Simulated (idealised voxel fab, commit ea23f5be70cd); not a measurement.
process module | voxel ribs on slabs
cross-section cut | 260 nm wide | cells 5 nm
A cross-section is a grid of square cells, given in bands from the top down. A band is one or more rows of cells.
Each band's line starts with the height of the band's top and of its bottom, in nm. Then come its materials from left to right, each with its width in nm. One material with "throughout" fills the band from edge to edge. "air" is empty space.
Height 0 is the level under which the wafer as received is all one material. The lowest band goes on downwards, as in "0 down".
A width such as "30 to 40" changes by the same amount from each row of cells to the next, from the band's top row to its bottom row.
"no change" after a step means that no cell of the cross-section changed.
closed voids: empty space of 8 cells or more with no open way to the top, each as width x height at its distance from the left edge, in nm
after a step's settings: what the simulator itself notes on the step
overlay nm, on a step with a mask: how far to the right of its planned place the mask lay; to the left if negative
plan
1 op RECEIVE | material Si
2 op DIRECTIONAL_DEP | material SiO2 | thk nm 20
3 op DIRECTIONAL_DEP | material SiN | thk nm 25
4 op DIRECTIONAL_DEP | material aC | thk nm 10
5 op PATTERN | tone cover | mask id RIB | material resist | width nm 20 | thk nm 25 | overlay nm 0
6 op DIRECTIONAL_ETCH | etch materials aC | depth nm 10
7 op STRIP | etch materials resist
8 op DIRECTIONAL_ETCH | etch materials SiN | depth nm 5
9 op STRIP | etch materials aC
10 op MASKED_ETCH | tone cover | mask id SLAB | width nm 60 | etch materials SiN | depth nm 20 | overlay nm 0
11 op FILL_DEP | material SiO2 | thk nm 15
12 op CMP | height nm 55
13 op DIRECTIONAL_DEP | material W | thk nm 5
14 op PATTERN | tone cover | mask id HEATER | material resist | width nm 30 | thk nm 15 | overlay nm 0
15 op DIRECTIONAL_ETCH | etch materials W | depth nm 5
16 op STRIP | etch materials resist
17 op CONFORMAL_DEP | material SiO2 | thk nm 10
first wafer, as planned
as received, after step 1
  0 down: Si throughout
  closed voids: none
after step 2
  20 to 0: SiO2 throughout
  below 0: unchanged
after step 3
  45 to 20: SiN throughout
  below 20: unchanged
after step 4
  55 to 45: aC throughout
  below 45: unchanged
after step 5
  80 to 55: air 120 | resist 20 | air 120
  below 55: unchanged
after step 6
  70 to 55: air 120 | resist 20 | air 120
  55 to 45: air 120 | aC 20 | air 120
  below 45: unchanged
after step 7
  55 to 45: air 120 | aC 20 | air 120
  below 45: unchanged
after step 8
  55 to 45: air 120 | aC 20 | air 120
  45 to 40: air 120 | SiN 20 | air 120
  below 40: unchanged
after step 9
  45 to 40: air 120 | SiN 20 | air 120
  below 40: unchanged
after step 10
  45 to 40: air 120 | SiN 20 | air 120
  40 to 20: air 100 | SiN 60 | air 100
  below 20: unchanged
after step 11
  60 to 45: SiO2 throughout
  45 to 40: SiO2 120 | SiN 20 | SiO2 120
  40 to 20: SiO2 100 | SiN 60 | SiO2 100
  below 20: unchanged
after step 12
  55 to 45: SiO2 throughout
  below 45: unchanged
after step 13
  60 to 55: W throughout
  below 55: unchanged
after step 14
  75 to 60: air 115 | resist 30 | air 115
  below 60: unchanged
after step 15
  75 to 60: air 115 | resist 30 | air 115
  60 to 55: air 115 | W 30 | air 115
  below 55: unchanged
after step 16
  60 to 55: air 115 | W 30 | air 115
  below 55: unchanged
after step 17
  70 to 65: air 105 | SiO2 50 | air 105
  65 to 60: SiO2 throughout
  60 to 55: SiO2 115 | W 30 | SiO2 115
  below 55: unchanged
second wafer: like start, like plan, one mistake. Through step 9 it matches the first wafer
when step 10 should have ended
  45 to 40: air 120 | SiN 20 | air 120
  40 to 20: air 95 | SiN 60 | air 105
  below 20: unchanged
when step 11 should have ended
  60 to 45: SiO2 throughout
  45 to 40: SiO2 120 | SiN 20 | SiO2 120
  40 to 20: SiO2 95 | SiN 60 | SiO2 105
  below 20: unchanged
when step 12 should have ended
  55 to 45: SiO2 throughout
  below 45: unchanged
when step 13 should have ended
  60 to 55: W throughout
  below 55: unchanged
when step 14 should have ended
  75 to 60: air 115 | resist 30 | air 115
  below 60: unchanged
when step 15 should have ended
  75 to 60: air 115 | resist 30 | air 115
  60 to 55: air 115 | W 30 | air 115
  below 55: unchanged
when step 16 should have ended
  60 to 55: air 115 | W 30 | air 115
  below 55: unchanged
when step 17 should have ended
  70 to 65: air 105 | SiO2 50 | air 105
  65 to 60: SiO2 throughout
  60 to 55: SiO2 115 | W 30 | SiO2 115
  below 55: unchanged
what went wrong: step 10 ran as: op MASKED_ETCH | tone cover | mask id SLAB | width nm 60 | etch materials SiN | depth nm 20 | overlay nm -5
at the end the second wafer has, in cells: as many of each material as the first, in other places
